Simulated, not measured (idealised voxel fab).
process module | voxel released beams
cross-section cut | 235 nm wide | cells 5 nm
A cross-section is a grid of square cells, given in bands from the top down. A band is one or more rows of cells.
Each band's line starts with the height of the band's top and of its bottom, in nm. Then come its materials from left to right, each with its width in nm. One material with "throughout" fills the band from edge to edge. "air" is empty space.
Height 0 is the level under which the wafer as received is all one material. The lowest band goes on downwards, as in "0 down".
A width such as "30 to 40" changes by the same amount from each row of cells to the next, from the band's top row to its bottom row.
"no change" after a step means that no cell of the cross-section changed.
closed voids: empty space of 8 cells or more with no open way to the top, each as width x height at its distance from the left edge, in nm
after a step's settings: what the simulator itself notes on the step
overlay nm, on a step with a mask: how far to the right of its planned place the mask lay; to the left if negative
plan
1 op RECEIVE | material Si
2 op CONFORMAL_DEP | material Al2O3 | thk nm 10
3 op DIRECTIONAL_DEP | material SiO2 | thk nm 15
4 op MASKED_ETCH | tone open | mask id ANCHOR | width nm 30 | etch materials SiO2 | depth nm 15 | overlay nm 0
5 op CONFORMAL_DEP | material polySi | thk nm 10
6 op MASKED_ETCH | tone cover | mask id BEAM | width nm 90 | etch materials polySi | depth nm 10 | overlay nm 0
7 op STRIP | etch materials SiO2
varied across the wafers: width nm of step 6. The plan shows the first wafer's value. All wafers start alike
first wafer as received, after step 1
  0 down: Si throughout
  closed voids: none
first wafer at the end, after step 7
  35 to 25: air 70 | polySi 10 | air 10 | polySi 70 | air 75
  25 to 20: air 70 | polySi 10 | air 10 | polySi 10 | air 135
  20 to 10: air 70 | polySi 30 | air 135
  10 to 0: Al2O3 throughout
  0 down: Si throughout
  closed voids: none
last wafer at the end
  35 to 25: air 60 | polySi 20 | air 10 | polySi 85 | air 60
  25 to 20: air 70 | polySi 10 | air 10 | polySi 10 | air 135
  20 to 10: air 70 | polySi 30 | air 135
  10 to 0: Al2O3 throughout
  0 down: Si throughout
  closed voids: none
each wafer at the end: cells of each material gained (+) or lost (-) since it was received, then its closed voids
width nm 90 | +94 Al2O3 | +48 polySi | closed voids: none
width nm 95 | +94 Al2O3 | +50 polySi | closed voids: none
width nm 100 | +94 Al2O3 | +52 polySi | closed voids: none
width nm 105 | +94 Al2O3 | +54 polySi | closed voids: none
width nm 110 | +94 Al2O3 | +56 polySi | closed voids: none
width nm 115 | +94 Al2O3 | +58 polySi | closed voids: none
